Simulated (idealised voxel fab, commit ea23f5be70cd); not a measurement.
A process module follows: voxel wiring stack.
FYI the section here is cut, 160 nm wide, cells are 5 nm squares.
A cross-section is a grid of square cells, given in bands from the top down. A band is one or more rows of cells. A band entry consists of two parts. The first gives the height of the band's top and the height of its bottom, in nm. The rest lists the band's materials from left to right, each with its width in nm. A single material labelled with the word "all across" fills the band from edge to edge, and the word "air" marks empty space. The level at which height equals 0 is the one under which the wafer, as it arrives, is entirely one material. No lower edge exists for the bottom band, which continues downward and is notated as in "top 0, no bottom". When a width is written as two numbers, as in "30 to 40", the first number is the width in the top row of cells of the band and the second is the width in its bottom row, and the width changes by the same amount from each row to the next. "nothing was modified" after a step means that no cell of the cross-section changed. "Closed cavities": sealed empty spaces, 8 cells or more, no open way to top, listed width x height at distance, with distance from the left edge and width, height and distance in nm. On a step's line, text after the settings is the simulator commenting on that step. A step line may carry the setting "overlay nm", which, for steps involving a mask, states the distance by which the mask lay to the right of its intended position; negative values denote displacement to the left.
So here's the lineup of process steps we planned:
1,RECEIVE [material Si]
2,CONFORMAL_DEP [material SiO2] [thk nm 15]
3,DIRECTIONAL_DEP [material TiN] [thk nm 5]
4,DIRECTIONAL_DEP [material Ru] [thk nm 20]
5,DIRECTIONAL_DEP [material aC] [thk nm 15]
6,PATTERN [tone cover] [mask id METAL_1] [material resist] [width nm 20] [pitch nm 35] [thk nm 35] [overlay nm 0]
7,DIRECTIONAL_ETCH [etch materials aC] [depth nm 15]
8,STRIP [etch materials resist]
9,DIRECTIONAL_ETCH [etch materials Ru] [depth nm 20]
10,DIRECTIONAL_ETCH [etch materials TiN] [depth nm 5]
11,STRIP [etch materials aC]
12,CONFORMAL_DEP [material SiCN] [thk nm 5]
13,FILL_DEP [material SiO2] [thk nm 10]
14,CMP [height nm 40]
15,CONFORMAL_DEP [material SiCN] [thk nm 5]
16,DIRECTIONAL_DEP [material lowk] [thk nm 30]
17,MASKED_ETCH [tone open] [mask id METAL_2] [width nm 20] [pitch nm 35] [etch materials lowk] [depth nm 20] [overlay nm 0]
18,DIRECTIONAL_DEP [material aC] [thk nm 10]
19,PATTERN [tone open] [mask id METAL_2_HOLES] [material resist] [width nm 15] [pitch nm 70] [thk nm 30] [overlay nm 0]
20,DIRECTIONAL_ETCH [etch materials aC] [depth nm 10]
21,STRIP [etch materials resist]
22,DIRECTIONAL_ETCH [etch materials lowk] [depth nm 10]
23,DIRECTIONAL_ETCH [etch materials SiCN] [depth nm 5]
24,STRIP [etch materials aC]
25,CONFORMAL_DEP [material TiN] [thk nm 5]
26,FILL_DEP [material Cu] [thk nm 10]
27,CMP [height nm 75]
28,CONFORMAL_DEP [material SiN] [thk nm 5]
Concerning the first of two wafers, which was run in accordance with the plan:
Wafer at receipt (post step 1), cross-section:
top 0, no bottom  Si all across
Closed cavities: none
Take a look at the wafer's cross-section after step 2:
top 15, bottom 0  SiO2 all across
Anything lower than 0 is untouched.
Take a look at the wafer's cross-section after step 3:
top 20, bottom 15  TiN all across
Anything lower than 15 is untouched.
Take a look at the wafer's cross-section after step 4:
top 40, bottom 20  Ru all across
Anything lower than 20 is untouched.
Take a look at the wafer's cross-section after step 5:
top 55, bottom 40  aC all across
Anything lower than 40 is untouched.
Take a look at the wafer's cross-section after step 6:
top 90, bottom 55  air=15, then resist=20, then air=15, then resist=20, then air=15, then resist=20, then air=15, then resist=20, then air=20
Anything lower than 55 is untouched.
Take a look at the wafer's cross-section after step 7:
top 75, bottom 55  air=15, then resist=20, then air=15, then resist=20, then air=15, then resist=20, then air=15, then resist=20, then air=20
top 55, bottom 40  air=15, then aC=20, then air=15, then aC=20, then air=15, then aC=20, then air=15, then aC=20, then air=20
Anything lower than 40 is untouched.
Take a look at the wafer's cross-section after step 8:
top 55, bottom 40  air=15, then aC=20, then air=15, then aC=20, then air=15, then aC=20, then air=15, then aC=20, then air=20
Anything lower than 40 is untouched.
Take a look at the wafer's cross-section after step 9:
top 55, bottom 40  air=15, then aC=20, then air=15, then aC=20, then air=15, then aC=20, then air=15, then aC=20, then air=20
top 40, bottom 20  air=15, then Ru=20, then air=15, then Ru=20, then air=15, then Ru=20, then air=15, then Ru=20, then air=20
Anything lower than 20 is untouched.
Take a look at the wafer's cross-section after step 10:
top 55, bottom 40  air=15, then aC=20, then air=15, then aC=20, then air=15, then aC=20, then air=15, then aC=20, then air=20
top 40, bottom 20  air=15, then Ru=20, then air=15, then Ru=20, then air=15, then Ru=20, then air=15, then Ru=20, then air=20
top 20, bottom 15  air=15, then TiN=20, then air=15, then TiN=20, then air=15, then TiN=20, then air=15, then TiN=20, then air=20
Anything lower than 15 is untouched.
Take a look at the wafer's cross-section after step 11:
top 40, bottom 20  air=15, then Ru=20, then air=15, then Ru=20, then air=15, then Ru=20, then air=15, then Ru=20, then air=20
Anything lower than 20 is untouched.
Take a look at the wafer's cross-section after step 12:
top 45, bottom 40  air=10, then SiCN=30, then air=5, then SiCN=30, then air=5, then SiCN=30, then air=5, then SiCN=30, then air=15
top 40, bottom 20  air=10, then SiCN=5, then Ru=20, then SiCN=5, then air=5, then SiCN=5, then Ru=20, then SiCN=5, then air=5, then SiCN=5, then Ru=20, then SiCN=5, then air=5, then SiCN=5, then Ru=20, then SiCN=5, then air=15
top 20, bottom 15  SiCN=15, then TiN=20, then SiCN=15, then TiN=20, then SiCN=15, then TiN=20, then SiCN=15, then TiN=20, then SiCN=20
Anything lower than 15 is untouched.
Take a look at the wafer's cross-section after step 13:
top 55, bottom 45  SiO2 all across
top 45, bottom 40  SiO2=10, then SiCN=30, then SiO2=5, then SiCN=30, then SiO2=5, then SiCN=30, then SiO2=5, then SiCN=30, then SiO2=15
top 40, bottom 20  SiO2=10, then SiCN=5, then Ru=20, then SiCN=5, then SiO2=5, then SiCN=5, then Ru=20, then SiCN=5, then SiO2=5, then SiCN=5, then Ru=20, then SiCN=5, then SiO2=5, then SiCN=5, then Ru=20, then SiCN=5, then SiO2=15
Anything lower than 20 is untouched.
Take a look at the wafer's cross-section after step 14:
top 40, bottom 20  SiO2=10, then SiCN=5, then Ru=20, then SiCN=5, then SiO2=5, then SiCN=5, then Ru=20, then SiCN=5, then SiO2=5, then SiCN=5, then Ru=20, then SiCN=5, then SiO2=5, then SiCN=5, then Ru=20, then SiCN=5, then SiO2=15
Anything lower than 20 is untouched.
Take a look at the wafer's cross-section after step 15:
top 45, bottom 40  SiCN all across
Anything lower than 40 is untouched.
Take a look at the wafer's cross-section after step 16:
top 75, bottom 45  lowk all across
Anything lower than 45 is untouched.
Take a look at the wafer's cross-section after step 17:
top 75, bottom 55  lowk=15, then air=20, then lowk=15, then air=20, then lowk=15, then air=20, then lowk=15, then air=20, then lowk=20
Anything lower than 55 is untouched.
Take a look at the wafer's cross-section after step 18:
top 85, bottom 75  aC=15, then air=20, then aC=15, then air=20, then aC=15, then air=20, then aC=15, then air=20, then aC=20
top 75, bottom 65  lowk=15, then air=20, then lowk=15, then air=20, then lowk=15, then air=20, then lowk=15, then air=20, then lowk=20
top 65, bottom 55  lowk=15, then aC=20, then lowk=15, then aC=20, then lowk=15, then aC=20, then lowk=15, then aC=20, then lowk=20
Anything lower than 55 is untouched.
Take a look at the wafer's cross-section after step 19:
top 115, bottom 85  resist=15, then air=15, then resist=55, then air=15, then resist=60
top 85, bottom 75  aC=15, then air=15, then resist=5, then aC=15, then resist=20, then aC=15, then air=15, then resist=5, then aC=15, then resist=20, then aC=20
top 75, bottom 65  lowk=15, then air=15, then resist=5, then lowk=15, then resist=20, then lowk=15, then air=15, then resist=5, then lowk=15, then resist=20, then lowk=20
Anything lower than 65 is untouched.
Take a look at the wafer's cross-section after step 20:
top 105, bottom 85  resist=15, then air=15, then resist=55, then air=15, then resist=60
top 85, bottom 75  aC=15, then air=15, then resist=5, then aC=15, then resist=20, then aC=15, then air=15, then resist=5, then aC=15, then resist=20, then aC=20
top 75, bottom 65  lowk=15, then air=15, then resist=5, then lowk=15, then resist=20, then lowk=15, then air=15, then resist=5, then lowk=15, then resist=20, then lowk=20
top 65, bottom 55  lowk=15, then air=15, then aC=5, then lowk=15, then aC=20, then lowk=15, then air=15, then aC=5, then lowk=15, then aC=20, then lowk=20
Anything lower than 55 is untouched.
Take a look at the wafer's cross-section after step 21:
top 85, bottom 75  aC=15, then air=20, then aC=15, then air=20, then aC=15, then air=20, then aC=15, then air=20, then aC=20
top 75, bottom 65  lowk=15, then air=20, then lowk=15, then air=20, then lowk=15, then air=20, then lowk=15, then air=20, then lowk=20
Anything lower than 65 is untouched.
Take a look at the wafer's cross-section after step 22:
top 85, bottom 75  aC=15, then air=20, then aC=15, then air=20, then aC=15, then air=20, then aC=15, then air=20, then aC=20
top 75, bottom 65  lowk=15, then air=20, then lowk=15, then air=20, then lowk=15, then air=20, then lowk=15, then air=20, then lowk=20
top 65, bottom 55  lowk=15, then air=15, then aC=5, then lowk=15, then aC=20, then lowk=15, then air=15, then aC=5, then lowk=15, then aC=20, then lowk=20
top 55, bottom 45  lowk=15, then air=15, then lowk=55, then air=15, then lowk=60
Anything lower than 45 is untouched.
Take a look at the wafer's cross-section after step 23:
top 85, bottom 75  aC=15, then air=20, then aC=15, then air=20, then aC=15, then air=20, then aC=15, then air=20, then aC=20
top 75, bottom 65  lowk=15, then air=20, then lowk=15, then air=20, then lowk=15, then air=20, then lowk=15, then air=20, then lowk=20
top 65, bottom 55  lowk=15, then air=15, then aC=5, then lowk=15, then aC=20, then lowk=15, then air=15, then aC=5, then lowk=15, then aC=20, then lowk=20
top 55, bottom 45  lowk=15, then air=15, then lowk=55, then air=15, then lowk=60
top 45, bottom 40  SiCN=15, then air=15, then SiCN=55, then air=15, then SiCN=60
Anything lower than 40 is untouched.
Take a look at the wafer's cross-section after step 24:
top 75, bottom 55  lowk=15, then air=20, then lowk=15, then air=20, then lowk=15, then air=20, then lowk=15, then air=20, then lowk=20
Anything lower than 55 is untouched.
Take a look at the wafer's cross-section after step 25:
top 80, bottom 75  TiN=20, then air=10, then TiN=25, then air=10, then TiN=25, then air=10, then TiN=25, then air=10, then TiN=25
top 75, bottom 60  lowk=15, then TiN=5, then air=10, then TiN=5, then lowk=15, then TiN=5, then air=10, then TiN=5, then lowk=15, then TiN=5, then air=10, then TiN=5, then lowk=15, then TiN=5, then air=10, then TiN=5, then lowk=20
top 60, bottom 55  lowk=15, then TiN=5, then air=5, then TiN=10, then lowk=15, then TiN=20, then lowk=15, then TiN=5, then air=5, then TiN=10, then lowk=15, then TiN=20, then lowk=20
top 55, bottom 45  lowk=15, then TiN=5, then air=5, then TiN=5, then lowk=55, then TiN=5, then air=5, then TiN=5, then lowk=60
top 45, bottom 40  SiCN=15, then TiN=15, then SiCN=55, then TiN=15, then SiCN=60
Anything lower than 40 is untouched.
Take a look at the wafer's cross-section after step 26:
top 90, bottom 80  Cu all across
top 80, bottom 75  TiN=20, then Cu=10, then TiN=25, then Cu=10, then TiN=25, then Cu=10, then TiN=25, then Cu=10, then TiN=25
top 75, bottom 60  lowk=15, then TiN=5, then Cu=10, then TiN=5, then lowk=15, then TiN=5, then Cu=10, then TiN=5, then lowk=15, then TiN=5, then Cu=10, then TiN=5, then lowk=15, then TiN=5, then Cu=10, then TiN=5, then lowk=20
top 60, bottom 55  lowk=15, then TiN=5, then Cu=5, then TiN=10, then lowk=15, then TiN=20, then lowk=15, then TiN=5, then Cu=5, then TiN=10, then lowk=15, then TiN=20, then lowk=20
top 55, bottom 45  lowk=15, then TiN=5, then Cu=5, then TiN=5, then lowk=55, then TiN=5, then Cu=5, then TiN=5, then lowk=60
Anything lower than 45 is untouched.
Take a look at the wafer's cross-section after step 27:
top 75, bottom 60  lowk=15, then TiN=5, then Cu=10, then TiN=5, then lowk=15, then TiN=5, then Cu=10, then TiN=5, then lowk=15, then TiN=5, then Cu=10, then TiN=5, then lowk=15, then TiN=5, then Cu=10, then TiN=5, then lowk=20
Anything lower than 60 is untouched.
Take a look at the wafer's cross-section after step 28:
top 80, bottom 75  SiN all across
Anything lower than 75 is untouched.
Notes, second wafer: start = first wafer's, plan = first wafer's, execution had one mistake; history identical to first through step 1:
Cross-section of the second wafer at the time by which step 2 should have been completed according to the plan:
top 30, bottom 0  SiO2 all across
Anything lower than 0 is untouched.
Cross-section of the second wafer at the time by which step 3 should have been completed according to the plan:
top 35, bottom 30  TiN all across
Anything lower than 30 is untouched.
Cross-section of the second wafer at the time by which step 4 should have been completed according to the plan:
top 55, bottom 35  Ru all across
Anything lower than 35 is untouched.
Cross-section of the second wafer at the time by which step 5 should have been completed according to the plan:
top 70, bottom 55  aC all across
Anything lower than 55 is untouched.
Cross-section of the second wafer at the time by which step 6 should have been completed according to the plan:
top 105, bottom 70  air=15, then resist=20, then air=15, then resist=20, then air=15, then resist=20, then air=15, then resist=20, then air=20
Anything lower than 70 is untouched.
Cross-section of the second wafer at the time by which step 7 should have been completed according to the plan:
top 90, bottom 70  air=15, then resist=20, then air=15, then resist=20, then air=15, then resist=20, then air=15, then resist=20, then air=20
top 70, bottom 55  air=15, then aC=20, then air=15, then aC=20, then air=15, then aC=20, then air=15, then aC=20, then air=20
Anything lower than 55 is untouched.
Cross-section of the second wafer at the time by which step 8 should have been completed according to the plan:
top 70, bottom 55  air=15, then aC=20, then air=15, then aC=20, then air=15, then aC=20, then air=15, then aC=20, then air=20
Anything lower than 55 is untouched.
Cross-section of the second wafer at the time by which step 9 should have been completed according to the plan:
top 70, bottom 55  air=15, then aC=20, then air=15, then aC=20, then air=15, then aC=20, then air=15, then aC=20, then air=20
top 55, bottom 35  air=15, then Ru=20, then air=15, then Ru=20, then air=15, then Ru=20, then air=15, then Ru=20, then air=20
Anything lower than 35 is untouched.
Cross-section of the second wafer at the time by which step 10 should have been completed according to the plan:
top 70, bottom 55  air=15, then aC=20, then air=15, then aC=20, then air=15, then aC=20, then air=15, then aC=20, then air=20
top 55, bottom 35  air=15, then Ru=20, then air=15, then Ru=20, then air=15, then Ru=20, then air=15, then Ru=20, then air=20
top 35, bottom 30  air=15, then TiN=20, then air=15, then TiN=20, then air=15, then TiN=20, then air=15, then TiN=20, then air=20
Anything lower than 30 is untouched.
Cross-section of the second wafer at the time by which step 11 should have been completed according to the plan:
top 55, bottom 35  air=15, then Ru=20, then air=15, then Ru=20, then air=15, then Ru=20, then air=15, then Ru=20, then air=20
Anything lower than 35 is untouched.
Cross-section of the second wafer at the time by which step 12 should have been completed according to the plan:
top 60, bottom 55  air=10, then SiCN=30, then air=5, then SiCN=30, then air=5, then SiCN=30, then air=5, then SiCN=30, then air=15
top 55, bottom 35  air=10, then SiCN=5, then Ru=20, then SiCN=5, then air=5, then SiCN=5, then Ru=20, then SiCN=5, then air=5, then SiCN=5, then Ru=20, then SiCN=5, then air=5, then SiCN=5, then Ru=20, then SiCN=5, then air=15
top 35, bottom 30  SiCN=15, then TiN=20, then SiCN=15, then TiN=20, then SiCN=15, then TiN=20, then SiCN=15, then TiN=20, then SiCN=20
Anything lower than 30 is untouched.
Cross-section of the second wafer at the time by which step 13 should have been completed according to the plan:
top 70, bottom 60  SiO2 all across
top 60, bottom 55  SiO2=10, then SiCN=30, then SiO2=5, then SiCN=30, then SiO2=5, then SiCN=30, then SiO2=5, then SiCN=30, then SiO2=15
top 55, bottom 35  SiO2=10, then SiCN=5, then Ru=20, then SiCN=5, then SiO2=5, then SiCN=5, then Ru=20, then SiCN=5, then SiO2=5, then SiCN=5, then Ru=20, then SiCN=5, then SiO2=5, then SiCN=5, then Ru=20, then SiCN=5, then SiO2=15
Anything lower than 35 is untouched.
Cross-section of the second wafer at the time by which step 14 should have been completed according to the plan:
top 40, bottom 35  SiO2=10, then SiCN=5, then Ru=20, then SiCN=5, then SiO2=5, then SiCN=5, then Ru=20, then SiCN=5, then SiO2=5, then SiCN=5, then Ru=20, then SiCN=5, then SiO2=5, then SiCN=5, then Ru=20, then SiCN=5, then SiO2=15
Anything lower than 35 is untouched.
Cross-section of the second wafer at the time by which step 15 should have been completed according to the plan:
top 45, bottom 40  SiCN all across
Anything lower than 40 is untouched.
Cross-section of the second wafer at the time by which step 16 should have been completed according to the plan:
top 75, bottom 45  lowk all across
Anything lower than 45 is untouched.
Cross-section of the second wafer at the time by which step 17 should have been completed according to the plan:
top 75, bottom 55  lowk=15, then air=20, then lowk=15, then air=20, then lowk=15, then air=20, then lowk=15, then air=20, then lowk=20
Anything lower than 55 is untouched.
Cross-section of the second wafer at the time by which step 18 should have been completed according to the plan:
top 85, bottom 75  aC=15, then air=20, then aC=15, then air=20, then aC=15, then air=20, then aC=15, then air=20, then aC=20
top 75, bottom 65  lowk=15, then air=20, then lowk=15, then air=20, then lowk=15, then air=20, then lowk=15, then air=20, then lowk=20
top 65, bottom 55  lowk=15, then aC=20, then lowk=15, then aC=20, then lowk=15, then aC=20, then lowk=15, then aC=20, then lowk=20
Anything lower than 55 is untouched.
Cross-section of the second wafer at the time by which step 19 should have been completed according to the plan:
top 115, bottom 85  resist=15, then air=15, then resist=55, then air=15, then resist=60
top 85, bottom 75  aC=15, then air=15, then resist=5, then aC=15, then resist=20, then aC=15, then air=15, then resist=5, then aC=15, then resist=20, then aC=20
top 75, bottom 65  lowk=15, then air=15, then resist=5, then lowk=15, then resist=20, then lowk=15, then air=15, then resist=5, then lowk=15, then resist=20, then lowk=20
Anything lower than 65 is untouched.
Cross-section of the second wafer at the time by which step 20 should have been completed according to the plan:
top 105, bottom 85  resist=15, then air=15, then resist=55, then air=15, then resist=60
top 85, bottom 75  aC=15, then air=15, then resist=5, then aC=15, then resist=20, then aC=15, then air=15, then resist=5, then aC=15, then resist=20, then aC=20
top 75, bottom 65  lowk=15, then air=15, then resist=5, then lowk=15, then resist=20, then lowk=15, then air=15, then resist=5, then lowk=15, then resist=20, then lowk=20
top 65, bottom 55  lowk=15, then air=15, then aC=5, then lowk=15, then aC=20, then lowk=15, then air=15, then aC=5, then lowk=15, then aC=20, then lowk=20
Anything lower than 55 is untouched.
Cross-section of the second wafer at the time by which step 21 should have been completed according to the plan:
top 85, bottom 75  aC=15, then air=20, then aC=15, then air=20, then aC=15, then air=20, then aC=15, then air=20, then aC=20
top 75, bottom 65  lowk=15, then air=20, then lowk=15, then air=20, then lowk=15, then air=20, then lowk=15, then air=20, then lowk=20
Anything lower than 65 is untouched.
Cross-section of the second wafer at the time by which step 22 should have been completed according to the plan:
top 85, bottom 75  aC=15, then air=20, then aC=15, then air=20, then aC=15, then air=20, then aC=15, then air=20, then aC=20
top 75, bottom 65  lowk=15, then air=20, then lowk=15, then air=20, then lowk=15, then air=20, then lowk=15, then air=20, then lowk=20
top 65, bottom 55  lowk=15, then air=15, then aC=5, then lowk=15, then aC=20, then lowk=15, then air=15, then aC=5, then lowk=15, then aC=20, then lowk=20
top 55, bottom 45  lowk=15, then air=15, then lowk=55, then air=15, then lowk=60
Anything lower than 45 is untouched.
Cross-section of the second wafer at the time by which step 23 should have been completed according to the plan:
top 85, bottom 75  aC=15, then air=20, then aC=15, then air=20, then aC=15, then air=20, then aC=15, then air=20, then aC=20
top 75, bottom 65  lowk=15, then air=20, then lowk=15, then air=20, then lowk=15, then air=20, then lowk=15, then air=20, then lowk=20
top 65, bottom 55  lowk=15, then air=15, then aC=5, then lowk=15, then aC=20, then lowk=15, then air=15, then aC=5, then lowk=15, then aC=20, then lowk=20
top 55, bottom 45  lowk=15, then air=15, then lowk=55, then air=15, then lowk=60
top 45, bottom 40  SiCN=15, then air=15, then SiCN=55, then air=15, then SiCN=60
Anything lower than 40 is untouched.
Cross-section of the second wafer at the time by which step 24 should have been completed according to the plan:
top 75, bottom 55  lowk=15, then air=20, then lowk=15, then air=20, then lowk=15, then air=20, then lowk=15, then air=20, then lowk=20
Anything lower than 55 is untouched.
Cross-section of the second wafer at the time by which step 25 should have been completed according to the plan:
top 80, bottom 75  TiN=20, then air=10, then TiN=25, then air=10, then TiN=25, then air=10, then TiN=25, then air=10, then TiN=25
top 75, bottom 60  lowk=15, then TiN=5, then air=10, then TiN=5, then lowk=15, then TiN=5, then air=10, then TiN=5, then lowk=15, then TiN=5, then air=10, then TiN=5, then lowk=15, then TiN=5, then air=10, then TiN=5, then lowk=20
top 60, bottom 55  lowk=15, then TiN=5, then air=5, then TiN=10, then lowk=15, then TiN=20, then lowk=15, then TiN=5, then air=5, then TiN=10, then lowk=15, then TiN=20, then lowk=20
top 55, bottom 45  lowk=15, then TiN=5, then air=5, then TiN=5, then lowk=55, then TiN=5, then air=5, then TiN=5, then lowk=60
top 45, bottom 40  SiCN=15, then TiN=15, then SiCN=55, then TiN=15, then SiCN=60
Anything lower than 40 is untouched.
Cross-section of the second wafer at the time by which step 26 should have been completed according to the plan:
top 90, bottom 80  Cu all across
top 80, bottom 75  TiN=20, then Cu=10, then TiN=25, then Cu=10, then TiN=25, then Cu=10, then TiN=25, then Cu=10, then TiN=25
top 75, bottom 60  lowk=15, then TiN=5, then Cu=10, then TiN=5, then lowk=15, then TiN=5, then Cu=10, then TiN=5, then lowk=15, then TiN=5, then Cu=10, then TiN=5, then lowk=15, then TiN=5, then Cu=10, then TiN=5, then lowk=20
top 60, bottom 55  lowk=15, then TiN=5, then Cu=5, then TiN=10, then lowk=15, then TiN=20, then lowk=15, then TiN=5, then Cu=5, then TiN=10, then lowk=15, then TiN=20, then lowk=20
top 55, bottom 45  lowk=15, then TiN=5, then Cu=5, then TiN=5, then lowk=55, then TiN=5, then Cu=5, then TiN=5, then lowk=60
Anything lower than 45 is untouched.
Cross-section of the second wafer at the time by which step 27 should have been completed according to the plan:
top 75, bottom 60  lowk=15, then TiN=5, then Cu=10, then TiN=5, then lowk=15, then TiN=5, then Cu=10, then TiN=5, then lowk=15, then TiN=5, then Cu=10, then TiN=5, then lowk=15, then TiN=5, then Cu=10, then TiN=5, then lowk=20
Anything lower than 60 is untouched.
Cross-section of the second wafer at the time by which step 28 should have been completed according to the plan:
top 80, bottom 75  SiN all across
Anything lower than 75 is untouched.
What was the processing mistake? step 2 in the plan was executed twice
Wafer comparison, final, in cells, second relative to first, materials more or fewer: -48 Ru | -24 SiCN | +72 SiO2
